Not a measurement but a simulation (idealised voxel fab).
process module | voxel air gaps
cross-section cut | 250 nm wide | cells 5 nm
A cross-section is a grid of square cells, given in bands from the top down. A band is one or more rows of cells.
Each band's line starts with the height of the band's top and of its bottom, in nm. Then come its materials from left to right, each with its width in nm. One material with "throughout" fills the band from edge to edge. "air" is empty space.
Height 0 is the level under which the wafer as received is all one material. The lowest band goes on downwards, as in "0 down".
A width such as "30 to 40" changes by the same amount from each row of cells to the next, from the band's top row to its bottom row.
"no change" after a step means that no cell of the cross-section changed.
closed voids: empty space of 8 cells or more with no open way to the top, each as width x height at its distance from the left edge, in nm
after a step's settings: what the simulator itself notes on the step
overlay nm, on a step with a mask: how far to the right of its planned place the mask lay; to the left if negative
plan
1 op RECEIVE | material Si
2 op CONFORMAL_DEP | material SiO2 | thk nm 15
3 op CONFORMAL_DEP | material SiN | thk nm 5
4 op DIRECTIONAL_DEP | material SiO2 | thk nm 40
5 op DIRECTIONAL_DEP | material aC | thk nm 15
6 op PATTERN | tone open | mask id LINES | material resist | width nm 15 | pitch nm 40 | thk nm 35 | overlay nm 0
7 op DIRECTIONAL_ETCH | etch materials aC | depth nm 15
8 op STRIP | etch materials resist
9 op DIRECTIONAL_ETCH | etch materials SiO2 | depth nm 40
10 op STRIP | etch materials aC
11 op CONFORMAL_DEP | material TiN | thk nm 5
12 op FILL_DEP | material Cu | thk nm 5
13 op CMP | height nm 60
14 op EPI | material Ru | thk nm 10
15 op SELECTIVE_ETCH | etch materials SiO2 | depth nm 50
16 op CONFORMAL_DEP | material SiCN | thk nm 5
as received, after step 1
  0 down: Si throughout
  closed voids: none
first wafer at the end, as planned
  75 to 70: air 60 | SiCN 125 | air 65
  70 to 60: air 60 | SiCN 5 | Ru 35 | SiCN 5 | Ru 35 | SiCN 5 | Ru 35 | SiCN 5 | air 65
  60 to 55: air 60 | SiCN 15 | TiN 5 | Cu 5 | TiN 5 | SiCN 25 | TiN 5 | Cu 5 | TiN 5 | SiCN 25 | TiN 5 | Cu 5 | TiN 5 | SiCN 15 | air 65
  55 to 25: air 70 | SiCN 5 | TiN 5 | Cu 5 | TiN 5 | SiCN 5 | air 15 | SiCN 5 | TiN 5 | Cu 5 | TiN 5 | SiCN 5 | air 15 | SiCN 5 | TiN 5 | Cu 5 | TiN 5 | SiCN 5 | air 75
  25 to 20: SiCN 75 | TiN 15 | SiCN 25 | TiN 15 | SiCN 25 | TiN 15 | SiCN 80
  20 to 15: SiN throughout
  15 to 0: SiO2 throughout
  0 down: Si throughout
  closed voids: 15 x 30 at 95; 15 x 30 at 135
second wafer at the end: like start, like plan, one mistake
  75 to 70: air 65 | SiCN 125 | air 60
  70 to 60: air 65 | SiCN 5 | Ru 35 | SiCN 5 | Ru 35 | SiCN 5 | Ru 35 | SiCN 5 | air 60
  60 to 55: air 65 | SiCN 15 | TiN 5 | Cu 5 | TiN 5 | SiCN 25 | TiN 5 | Cu 5 | TiN 5 | SiCN 25 | TiN 5 | Cu 5 | TiN 5 | SiCN 15 | air 60
  55 to 25: air 75 | SiCN 5 | TiN 5 | Cu 5 | TiN 5 | SiCN 5 | air 15 | SiCN 5 | TiN 5 | Cu 5 | TiN 5 | SiCN 5 | air 15 | SiCN 5 | TiN 5 | Cu 5 | TiN 5 | SiCN 5 | air 70
  25 to 20: SiCN 80 | TiN 15 | SiCN 25 | TiN 15 | SiCN 25 | TiN 15 | SiCN 75
  20 to 15: SiN throughout
  15 to 0: SiO2 throughout
  0 down: Si throughout
  closed voids: 15 x 30 at 100; 15 x 30 at 140
what went wrong: step 6 ran as: op PATTERN | tone open | mask id LINES | material resist | width nm 15 | pitch nm 40 | thk nm 35 | overlay nm 5
at the end the second wafer has, in cells: as many of each material as the first, in other places
